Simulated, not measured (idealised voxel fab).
The process module presented herein is designated voxel trench capacitor.
Displayed cross-section: cut, width of 205 nm, square cells sized 5 nm.
In what follows, cross-sections appear as grids of square cells, described through bands that run from the top down, where every band is one or more rows of cells. What a band's entry tells you: where the top is and where the bottom is, as heights in nm, and after that what lies inside, material by material from left to right, each with its width in nm. Empty space is written as the word "air", and a single material marked with the word "all across" occupies the band from edge to edge. Note: height 0 marks the level under which the wafer is uniformly one material as received. Lowest band unbounded below, written "0 -> down". The width entry "30..40" should be interpreted row by row: the top row of cells in the band takes the first number, the bottom row takes the second number, and the change between adjacent rows is uniform throughout. Given "no alteration" for a step, no cell of the cross-section differs between before and after that step. "Closed void roster" lists enclosed empty spaces (at least 8 cells, no open path upward to the top), each as width x height at distance from the left edge, in nm. Anything after a step's settings on that line? It's the simulator's own note about the step. "overlay nm" denotes, for a step that has a mask, the displacement of the mask to the right of its planned place, with negative values corresponding to the left.
PLANNED STEP LIST FOR THE PROCESS
1 RECEIVE | material Si
2 CONFORMAL_DEP | material SiN | thk nm 10
3 PATTERN | tone open | mask id TRENCH | material resist | width nm 20 | pitch nm 50 | thk nm 15 | overlay nm 0
4 DIRECTIONAL_ETCH | etch materials SiN | depth nm 10
5 DIRECTIONAL_ETCH | etch materials Si | depth nm 35
6 STRIP | etch materials resist
7 CONFORMAL_DEP | material Al2O3 | thk nm 5
8 FILL_DEP | material polySi | thk nm 10
9 CMP | height nm 10
INCOMING WAFER, CROSS-SECTIONAL VIEW, POST STEP 1
    0 -> down: Si all across
    Closed void roster: none
THE MODULE WAS RUN FROM THE START SHOWN ABOVE USING THE PLAN SHOWN ABOVE, BUT ONE MISTAKE WAS MADE DOING IT; THE RESULTING WAFER CROSS-SECTION IS BELOW
    10 -> 0: 10 of polySi; 5 of Al2O3; 20 of SiN; 5 of Al2O3; 20 of polySi; 5 of Al2O3; 20 of SiN; 5 of Al2O3; 20 of polySi; 5 of Al2O3; 20 of SiN; 5 of Al2O3; 20 of polySi; 5 of Al2O3; 20 of SiN; 5 of Al2O3; 15 of polySi
    0 -> -30: 10 of polySi; 5 of Al2O3; 20 of Si; 5 of Al2O3; 20 of polySi; 5 of Al2O3; 20 of Si; 5 of Al2O3; 20 of polySi; 5 of Al2O3; 20 of Si; 5 of Al2O3; 20 of polySi; 5 of Al2O3; 20 of Si; 5 of Al2O3; 15 of polySi
    -30 -> -35: 15 of Al2O3; 20 of Si; 30 of Al2O3; 20 of Si; 30 of Al2O3; 20 of Si; 30 of Al2O3; 20 of Si; 20 of Al2O3
    -35 -> down: Si all across
    Closed void roster: none
Want to know what went wrong? step 3 was processed under conditions differing from the plan, specifically as PATTERN | tone cover | mask id TRENCH | material resist | width nm 20 | pitch nm 50 | thk nm 15 | overlay nm 0
